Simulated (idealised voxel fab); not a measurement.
The name of this process module is voxel gate over fins.
Square cells of 5 nm make up the cross-section cut, whose width is 195 nm.
Bands, listed from the top down, are how a cross-section gets written in this document; the cross-section itself is a grid of square cells, and a band is one or more rows of them.
Band: top and bottom heights (nm) first, top before bottom; then materials from left to right, widths in nm. "everywhere" marks a sole material filling the band edge to edge. "air" denotes empty space.
Height datum 0, below which the as-received substrate wafer is one material. Lowest band open at the bottom, running downward: "from 0 down".
Think of "30 to 40" as a width that walks from the first number to the second as you go down the band, top row to bottom row, taking equal-sized steps from row to row.
Step marked "remained unchanged"? Then no cell in the cross-section changed in it.
This entry, "Closed-off voids", enumerates those empty regions of no fewer than 8 cells that possess no open connection to the top. Each region is reported in the form width x height at distance, the distance being taken from the left edge, with all three quantities expressed in nm.
Read whatever lies past the settings on a step's line as the simulator's own remark about the step.
If you see "overlay nm" on a step's line and that step has a mask, it's telling you how far right of where it was planned the mask ended up; a negative number means it went left instead.
### Set out below are the planned steps of the process
1: RECEIVE,material Si
2: CONFORMAL_DEP,material SiN,thk nm 5
3: DIRECTIONAL_DEP,material aC,thk nm 15
4: PATTERN,tone cover,mask id FINS,material resist,width nm 15,pitch nm 50,thk nm 35,overlay nm 0
5: DIRECTIONAL_ETCH,etch materials aC,depth nm 15
6: STRIP,etch materials resist
7: DIRECTIONAL_ETCH,etch materials SiN,depth nm 5
8: DIRECTIONAL_ETCH,etch materials Si,depth nm 40
9: STRIP,etch materials aC
10: FILL_DEP,material SiO2,thk nm 15
11: CMP,height nm 5
12: DIRECTIONAL_DEP,material aC,thk nm 15
13: PATTERN,tone open,mask id RAIL,material resist,width nm 15,thk nm 30,overlay nm 0
14: DIRECTIONAL_ETCH,etch materials aC,depth nm 15
15: STRIP,etch materials resist
16: DIRECTIONAL_ETCH,etch materials SiO2,depth nm 40
17: STRIP,etch materials aC
18: CONFORMAL_DEP,material TiN,thk nm 5
19: FILL_DEP,material W,thk nm 5
20: CMP,height nm 5
21: SELECTIVE_ETCH,etch materials W Ru TiN,depth nm 25
22: FILL_DEP,material SiO2,thk nm 5
23: CMP,height nm 5
24: SELECTIVE_ETCH,etch materials SiO2,depth nm 15
25: STRIP,etch materials SiN
26: CONFORMAL_DEP,material HfO2,thk nm 5
27: CONFORMAL_DEP,material TiN,thk nm 5
28: CONFORMAL_DEP,material TiAl,thk nm 5
29: CONFORMAL_DEP,material TiN,thk nm 5
30: FILL_DEP,material W,thk nm 10
31: CMP,height nm 25
32: CONFORMAL_DEP,material SiN,thk nm 10
### The first wafer of two, processed as planned
### So this is the incoming wafer in cross-section - it's already been through step 1
  from 0 down  Si everywhere
  Closed-off voids: none
### Upon completion of step 2, the wafer appears in cross-section as shown
  from 5 to 0  SiN everywhere
  At heights below 0, the structure remains unaltered.
### Upon completion of step 3, the wafer appears in cross-section as shown
  from 20 to 5  aC everywhere
  At heights below 5, the structure remains unaltered.
### Upon completion of step 4, the wafer appears in cross-section as shown
  from 55 to 20  air=65; resist=15; air=35; resist=15; air=65
  At heights below 20, the structure remains unaltered.
### Upon completion of step 5, the wafer appears in cross-section as shown
  from 40 to 20  air=65; resist=15; air=35; resist=15; air=65
  from 20 to 5  air=65; aC=15; air=35; aC=15; air=65
  At heights below 5, the structure remains unaltered.
### Upon completion of step 6, the wafer appears in cross-section as shown
  from 20 to 5  air=65; aC=15; air=35; aC=15; air=65
  At heights below 5, the structure remains unaltered.
### Upon completion of step 7, the wafer appears in cross-section as shown
  from 20 to 5  air=65; aC=15; air=35; aC=15; air=65
  from 5 to 0  air=65; SiN=15; air=35; SiN=15; air=65
  At heights below 0, the structure remains unaltered.
### Upon completion of step 8, the wafer appears in cross-section as shown
  from 20 to 5  air=65; aC=15; air=35; aC=15; air=65
  from 5 to 0  air=65; SiN=15; air=35; SiN=15; air=65
  from 0 to -40  air=65; Si=15; air=35; Si=15; air=65
  At heights below -40, the structure remains unaltered.
### Upon completion of step 9, the wafer appears in cross-section as shown
  from 5 to 0  air=65; SiN=15; air=35; SiN=15; air=65
  At heights below 0, the structure remains unaltered.
### Upon completion of step 10, the wafer appears in cross-section as shown
  from 20 to 5  SiO2 everywhere
  from 5 to 0  SiO2=65; SiN=15; SiO2=35; SiN=15; SiO2=65
  from 0 to -40  SiO2=65; Si=15; SiO2=35; Si=15; SiO2=65
  At heights below -40, the structure remains unaltered.
### Upon completion of step 11, the wafer appears in cross-section as shown
  from 5 to 0  SiO2=65; SiN=15; SiO2=35; SiN=15; SiO2=65
  At heights below 0, the structure remains unaltered.
### Upon completion of step 12, the wafer appears in cross-section as shown
  from 20 to 5  aC everywhere
  At heights below 5, the structure remains unaltered.
### Upon completion of step 13, the wafer appears in cross-section as shown
  from 50 to 20  resist=90; air=15; resist=90
  At heights below 20, the structure remains unaltered.
### Upon completion of step 14, the wafer appears in cross-section as shown
  from 35 to 20  resist=90; air=15; resist=90
  from 20 to 5  aC=90; air=15; aC=90
  At heights below 5, the structure remains unaltered.
### Upon completion of step 15, the wafer appears in cross-section as shown
  from 20 to 5  aC=90; air=15; aC=90
  At heights below 5, the structure remains unaltered.
### Upon completion of step 16, the wafer appears in cross-section as shown
  from 20 to 5  aC=90; air=15; aC=90
  from 5 to 0  SiO2=65; SiN=15; SiO2=10; air=15; SiO2=10; SiN=15; SiO2=65
  from 0 to -35  SiO2=65; Si=15; SiO2=10; air=15; SiO2=10; Si=15; SiO2=65
  At heights below -35, the structure remains unaltered.
### Upon completion of step 17, the wafer appears in cross-section as shown
  from 5 to 0  SiO2=65; SiN=15; SiO2=10; air=15; SiO2=10; SiN=15; SiO2=65
  At heights below 0, the structure remains unaltered.
### Upon completion of step 18, the wafer appears in cross-section as shown
  from 10 to 5  TiN=95; air=5; TiN=95
  from 5 to 0  SiO2=65; SiN=15; SiO2=10; TiN=5; air=5; TiN=5; SiO2=10; SiN=15; SiO2=65
  from 0 to -30  SiO2=65; Si=15; SiO2=10; TiN=5; air=5; TiN=5; SiO2=10; Si=15; SiO2=65
  from -30 to -35  SiO2=65; Si=15; SiO2=10; TiN=15; SiO2=10; Si=15; SiO2=65
  At heights below -35, the structure remains unaltered.
### Upon completion of step 19, the wafer appears in cross-section as shown
  from 15 to 10  W everywhere
  from 10 to 5  TiN=95; W=5; TiN=95
  from 5 to 0  SiO2=65; SiN=15; SiO2=10; TiN=5; W=5; TiN=5; SiO2=10; SiN=15; SiO2=65
  from 0 to -30  SiO2=65; Si=15; SiO2=10; TiN=5; W=5; TiN=5; SiO2=10; Si=15; SiO2=65
  At heights below -30, the structure remains unaltered.
### Upon completion of step 20, the wafer appears in cross-section as shown
  from 5 to 0  SiO2=65; SiN=15; SiO2=10; TiN=5; W=5; TiN=5; SiO2=10; SiN=15; SiO2=65
  At heights below 0, the structure remains unaltered.
### Upon completion of step 21, the wafer appears in cross-section as shown
  from 5 to 0  SiO2=65; SiN=15; SiO2=10; air=15; SiO2=10; SiN=15; SiO2=65
  from 0 to -20  SiO2=65; Si=15; SiO2=10; air=15; SiO2=10; Si=15; SiO2=65
  At heights below -20, the structure remains unaltered.
### Upon completion of step 22, the wafer appears in cross-section as shown
  from 10 to 5  SiO2 everywhere
  from 5 to 0  SiO2=65; SiN=15; SiO2=35; SiN=15; SiO2=65
  from 0 to -20  SiO2=65; Si=15; SiO2=35; Si=15; SiO2=65
  At heights below -20, the structure remains unaltered.
### Upon completion of step 23, the wafer appears in cross-section as shown
  from 5 to 0  SiO2=65; SiN=15; SiO2=35; SiN=15; SiO2=65
  At heights below 0, the structure remains unaltered.
### Upon completion of step 24, the wafer appears in cross-section as shown
  from 5 to 0  air=65; SiN=15; air=35; SiN=15; air=65
  from 0 to -10  air=65; Si=15; air=35; Si=15; air=65
  At heights below -10, the structure remains unaltered.
### Upon completion of step 25, the wafer appears in cross-section as shown
  from 0 to -10  air=65; Si=15; air=35; Si=15; air=65
  At heights below -10, the structure remains unaltered.
### Upon completion of step 26, the wafer appears in cross-section as shown
  from 5 to 0  air=60; HfO2=25; air=25; HfO2=25; air=60
  from 0 to -5  air=60; HfO2=5; Si=15; HfO2=5; air=25; HfO2=5; Si=15; HfO2=5; air=60
  from -5 to -10  HfO2=65; Si=15; HfO2=35; Si=15; HfO2=65
  At heights below -10, the structure remains unaltered.
### Upon completion of step 27, the wafer appears in cross-section as shown
  from 10 to 5  air=55; TiN=35; air=15; TiN=35; air=55
  from 5 to 0  air=55; TiN=5; HfO2=25; TiN=5; air=15; TiN=5; HfO2=25; TiN=5; air=55
  from 0 to -5  TiN=60; HfO2=5; Si=15; HfO2=5; TiN=25; HfO2=5; Si=15; HfO2=5; TiN=60
  At heights below -5, the structure remains unaltered.
### Upon completion of step 28, the wafer appears in cross-section as shown
  from 15 to 10  air=50; TiAl=45; air=5; TiAl=45; air=50
  from 10 to 5  air=50; TiAl=5; TiN=35; TiAl=5; air=5; TiAl=5; TiN=35; TiAl=5; air=50
  from 5 to 0  TiAl=55; TiN=5; HfO2=25; TiN=5; TiAl=15; TiN=5; HfO2=25; TiN=5; TiAl=55
  At heights below 0, the structure remains unaltered.
### Upon completion of step 29, the wafer appears in cross-section as shown
  from 20 to 15  air=45; TiN=105; air=45
  from 15 to 10  air=45; TiN=5; TiAl=45; TiN=5; TiAl=45; TiN=5; air=45
  from 10 to 5  TiN=50; TiAl=5; TiN=35; TiAl=5; TiN=5; TiAl=5; TiN=35; TiAl=5; TiN=50
  At heights below 5, the structure remains unaltered.
### Upon completion of step 30, the wafer appears in cross-section as shown
  from 30 to 20  W everywhere
  from 20 to 15  W=45; TiN=105; W=45
  from 15 to 10  W=45; TiN=5; TiAl=45; TiN=5; TiAl=45; TiN=5; W=45
  At heights below 10, the structure remains unaltered.
### Upon completion of step 31, the wafer appears in cross-section as shown
  from 25 to 20  W everywhere
  At heights below 20, the structure remains unaltered.
### Upon completion of step 32, the wafer appears in cross-section as shown
  from 35 to 25  SiN everywhere
  At heights below 25, the structure remains unaltered.
### The second wafer began exactly as the first did and followed the same plan, but one mistake was made while running it; through step 25 inclusive, the two wafers are identical
### Second wafer, sectioned view, at step 26's planned end time
  from 5 to 0  air=60; TiN=25; air=25; TiN=25; air=60
  from 0 to -5  air=60; TiN=5; Si=15; TiN=5; air=25; TiN=5; Si=15; TiN=5; air=60
  from -5 to -10  TiN=65; Si=15; TiN=35; Si=15; TiN=65
  At heights below -10, the structure remains unaltered.
### Second wafer, sectioned view, at step 27's planned end time
  from 10 to 5  air=55; HfO2=35; air=15; HfO2=35; air=55
  from 5 to 0  air=55; HfO2=5; TiN=25; HfO2=5; air=15; HfO2=5; TiN=25; HfO2=5; air=55
  from 0 to -5  HfO2=60; TiN=5; Si=15; TiN=5; HfO2=25; TiN=5; Si=15; TiN=5; HfO2=60
  At heights below -5, the structure remains unaltered.
### Second wafer, sectioned view, at step 28's planned end time
  from 15 to 10  air=50; TiAl=45; air=5; TiAl=45; air=50
  from 10 to 5  air=50; TiAl=5; HfO2=35; TiAl=5; air=5; TiAl=5; HfO2=35; TiAl=5; air=50
  from 5 to 0  TiAl=55; HfO2=5; TiN=25; HfO2=5; TiAl=15; HfO2=5; TiN=25; HfO2=5; TiAl=55
  At heights below 0, the structure remains unaltered.
### Second wafer, sectioned view, at step 29's planned end time
  from 20 to 15  air=45; TiN=105; air=45
  from 15 to 10  air=45; TiN=5; TiAl=45; TiN=5; TiAl=45; TiN=5; air=45
  from 10 to 5  TiN=50; TiAl=5; HfO2=35; TiAl=5; TiN=5; TiAl=5; HfO2=35; TiAl=5; TiN=50
  At heights below 5, the structure remains unaltered.
### Second wafer, sectioned view, at step 30's planned end time
  from 30 to 20  W everywhere
  from 20 to 15  W=45; TiN=105; W=45
  from 15 to 10  W=45; TiN=5; TiAl=45; TiN=5; TiAl=45; TiN=5; W=45
  At heights below 10, the structure remains unaltered.
### Second wafer, sectioned view, at step 31's planned end time
  from 25 to 20  W everywhere
  At heights below 20, the structure remains unaltered.
### Second wafer, sectioned view, at step 32's planned end time
  from 35 to 25  SiN everywhere
  At heights below 25, the structure remains unaltered.
So what did we get wrong on this run? the executed order of steps 26 and 27 is the reverse of that specified in the plan, each step having taken the other's position
Same inventory, different map: at the end, the second wafer holds as many cells of each material as the first, placed elsewhere.
